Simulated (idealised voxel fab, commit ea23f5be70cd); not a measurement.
process module | voxel self aligned contacts
cross-section cut | 210 nm wide | cells 5 nm
A cross-section is a grid of square cells, given in bands from the top down. A band is one or more rows of cells.
Each band's line starts with the height of the band's top and of its bottom, in nm. Then come its materials from left to right, each with its width in nm. One material with "throughout" fills the band from edge to edge. "air" is empty space.
Height 0 is the level under which the wafer as received is all one material. The lowest band goes on downwards, as in "0 down".
A width such as "30 to 40" changes by the same amount from each row of cells to the next, from the band's top row to its bottom row.
"no change" after a step means that no cell of the cross-section changed.
closed voids: empty space of 8 cells or more with no open way to the top, each as width x height at its distance from the left edge, in nm
after a step's settings: what the simulator itself notes on the step
overlay nm, on a step with a mask: how far to the right of its planned place the mask lay; to the left if negative
Each pair below shows a cross-section before one step and the cross-section after it, down to the lowest band that changed. The line under each pair gives the step between them, with its settings. The pairs can come from different runs of this module on the same starting wafer, so a pair continues from the pair above only where its "before" says so.
before
  60 to 50: SiO2 85 | TiN 5 to 15 | Ru 25 to 5 | TiN 5 to 15 | SiO2 90
  50 to 40: SiO2 55 | SiN 40 | TiN 5 | Ru 5 | TiN 5 | SiN 40 | SiO2 60
  40 to 35: SiO2 55 | SiN 40 | TiN 15 | SiN 40 | SiO2 60
  35 to 5: TiN throughout
  5 to 0: SiO2 throughout
  0 down: Si throughout
  closed voids: none
after
  65 to 60: SiCN throughout
  below 60: unchanged
  closed voids: none
the step between: op CONFORMAL_DEP | material SiCN | thk nm 5
before
  60 to 50: SiO2 throughout
  50 to 35: SiO2 55 | SiN 40 | SiO2 15 | SiN 40 | SiO2 60
  35 to 5: SiO2 55 | SiN 5 | polySi 30 | SiN 5 | SiO2 15 | SiN 5 | polySi 30 | SiN 5 | SiO2 60
  5 to 0: SiO2 throughout
  0 down: Si throughout
  closed voids: none
after
  60 to 50: air 85 | SiO2 35 | air 90
  50 to 35: air 55 | SiN 40 | SiO2 15 | SiN 40 | air 60
  35 to 5: air 55 | SiN 5 | polySi 30 | SiN 5 | SiO2 15 | SiN 5 | polySi 30 | SiN 5 | air 60
  5 to 0: air 55 | SiO2 95 | air 60
  below 0: unchanged
  closed voids: none
the step between: op MASKED_ETCH | tone cover | mask id CONTACT | width nm 35 | etch materials SiO2 | depth nm 60 | overlay nm 0
before: the cross-section after the pair above
after
  65 to 60: air 80 | TiN 45 | air 85
  60 to 50: air 80 to 50 | TiN 5 to 35 | SiO2 35 | TiN 5 to 35 | air 85 to 55
  50 to 35: air 50 | TiN 5 | SiN 40 | SiO2 15 | SiN 40 | TiN 5 | air 55
  35 to 5: air 50 | TiN 5 | SiN 5 | polySi 30 | SiN 5 | SiO2 15 | SiN 5 | polySi 30 | SiN 5 | TiN 5 | air 55
  5 to 0: TiN 55 | SiO2 95 | TiN 60
  below 0: unchanged
  closed voids: none
the step between: op CONFORMAL_DEP | material TiN | thk nm 5
before: the cross-section after the pair above
after
  70 to 65: Ru throughout
  65 to 60: Ru 80 | TiN 45 | Ru 85
  60 to 50: Ru 80 to 50 | TiN 5 to 35 | SiO2 35 | TiN 5 to 35 | Ru 85 to 55
  50 to 35: Ru 50 | TiN 5 | SiN 40 | SiO2 15 | SiN 40 | TiN 5 | Ru 55
  35 to 5: Ru 50 | TiN 5 | SiN 5 | polySi 30 | SiN 5 | SiO2 15 | SiN 5 | polySi 30 | SiN 5 | TiN 5 | Ru 55
  below 5: unchanged
  closed voids: none
the step between: op FILL_DEP | material Ru | thk nm 5
before: the cross-section after the pair above
after
  60 to 50: Ru 80 to 50 | TiN 5 to 35 | SiO2 35 | TiN 5 to 35 | Ru 85 to 55
  below 50: unchanged
  closed voids: none
the step between: op CMP | height nm 60
before: the cross-section after the pair above
after
  65 to 60: SiCN throughout
  below 60: unchanged
  closed voids: none
the step between: op CONFORMAL_DEP | material SiCN | thk nm 5
